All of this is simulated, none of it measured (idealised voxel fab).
Documented hereafter: the process module known as voxel trench capacitor.
Section shown: cut. Width: 270 nm. Cell size: 5 nm, square.
Cross-section layout: square cells on a grid; listed as bands, top to bottom; a band spans one or more cell rows. In this notation a band is specified by the heights of its top and bottom, in that order and in nm, after which its materials appear from left to right, each paired with its width in nm. The word "everywhere" attached to a single material means that material fills the band from edge to edge; the word "blank" stands for empty space. For the purposes of this specification, 0 denotes the height below which the wafer in its as-received condition is composed wholly of one material, and the lowermost band, lacking a lower limit, extends downward without end, as expressed in "0 -> down". When a width is written as two numbers, as in "30..40", the first number is the width in the top row of cells of the band and the second is the width in its bottom row, and the width changes by the same amount from each row to the next. You'll sometimes find "everything unchanged" written for a step, and that's the way of saying that nowhere in the cross-section did a cell change during that step. "Sealed internal cavities": sealed empty spaces, 8 cells or more, no open way to top, listed width x height at distance, with distance from the left edge and width, height and distance in nm. On each step's line, the part that comes after the settings is the simulator's own comment on the step. "overlay nm" denotes, for a step that has a mask, the displacement of the mask to the right of its planned place, with negative values corresponding to the left.

-- plan
1) RECEIVE: material Si
2) CONFORMAL_DEP: material SiN, thk nm 10
3) DIRECTIONAL_DEP: material aC, thk nm 15
4) PATTERN: tone open, mask id TRENCH, material resist, width nm 25, pitch nm 40, thk nm 35, overlay nm 0
5) DIRECTIONAL_ETCH: etch materials aC, depth nm 15
6) STRIP: etch materials resist
7) DIRECTIONAL_ETCH: etch materials SiN, depth nm 5
8) DIRECTIONAL_ETCH: etch materials Si, depth nm 30
9) STRIP: etch materials aC
10) CONFORMAL_DEP: material HfO2, thk nm 5
11) CONFORMAL_DEP: material TiN, thk nm 5
12) FILL_DEP: material W, thk nm 5
13) CMP: height nm 10
Wafer-to-wafer difference: depth nm, step 7. Common start. Plan = first wafer's value.

-- Cross-section, first of several wafers, as delivered after step 1
- 0 -> down = Si everywhere
- Sealed internal cavities: none

-- At the end of the module, after its last step, step 13, the first of several wafers appears in cross-section as follows
- 10 -> 5 = SiN 80 nm / HfO2 25 nm / SiN 15 nm / HfO2 25 nm / SiN 15 nm / HfO2 25 nm / SiN 85 nm
- 5 -> 0 = SiN everywhere
- 0 -> down = Si everywhere
- Sealed internal cavities: none

-- last wafer at the end
- 10 -> 0 = SiN 80 nm / HfO2 5 nm / TiN 5 nm / W 5 nm / TiN 5 nm / HfO2 5 nm / SiN 15 nm / HfO2 5 nm / TiN 5 nm / W 5 nm / TiN 5 nm / HfO2 5 nm / SiN 15 nm / HfO2 5 nm / TiN 5 nm / W 5 nm / TiN 5 nm / HfO2 5 nm / SiN 85 nm
- 0 -> -20 = Si 80 nm / HfO2 5 nm / TiN 5 nm / W 5 nm / TiN 5 nm / HfO2 5 nm / Si 15 nm / HfO2 5 nm / TiN 5 nm / W 5 nm / TiN 5 nm / HfO2 5 nm / Si 15 nm / HfO2 5 nm / TiN 5 nm / W 5 nm / TiN 5 nm / HfO2 5 nm / Si 85 nm
- -20 -> -25 = Si 80 nm / HfO2 5 nm / TiN 15 nm / HfO2 5 nm / Si 15 nm / HfO2 5 nm / TiN 15 nm / HfO2 5 nm / Si 15 nm / HfO2 5 nm / TiN 15 nm / HfO2 5 nm / Si 85 nm
- -25 -> -30 = Si 80 nm / HfO2 25 nm / Si 15 nm / HfO2 25 nm / Si 15 nm / HfO2 25 nm / Si 85 nm
- -30 -> down = Si everywhere
- Sealed internal cavities: none

-- Take any row and you have a wafer at the end of the module: how many cells of each material it has gained (+) or lost (-) since it was received, and then its closed voids
depth nm 5; +15 HfO2; +93 SiN; Sealed internal cavities: none
depth nm 10; +57 HfO2; -90 Si; +78 SiN; +45 TiN; +18 W; Sealed internal cavities: none
depth nm 15; +57 HfO2; -90 Si; +78 SiN; +45 TiN; +18 W; Sealed internal cavities: none
depth nm 20; +57 HfO2; -90 Si; +78 SiN; +45 TiN; +18 W; Sealed internal cavities: none
depth nm 25; +57 HfO2; -90 Si; +78 SiN; +45 TiN; +18 W; Sealed internal cavities: none
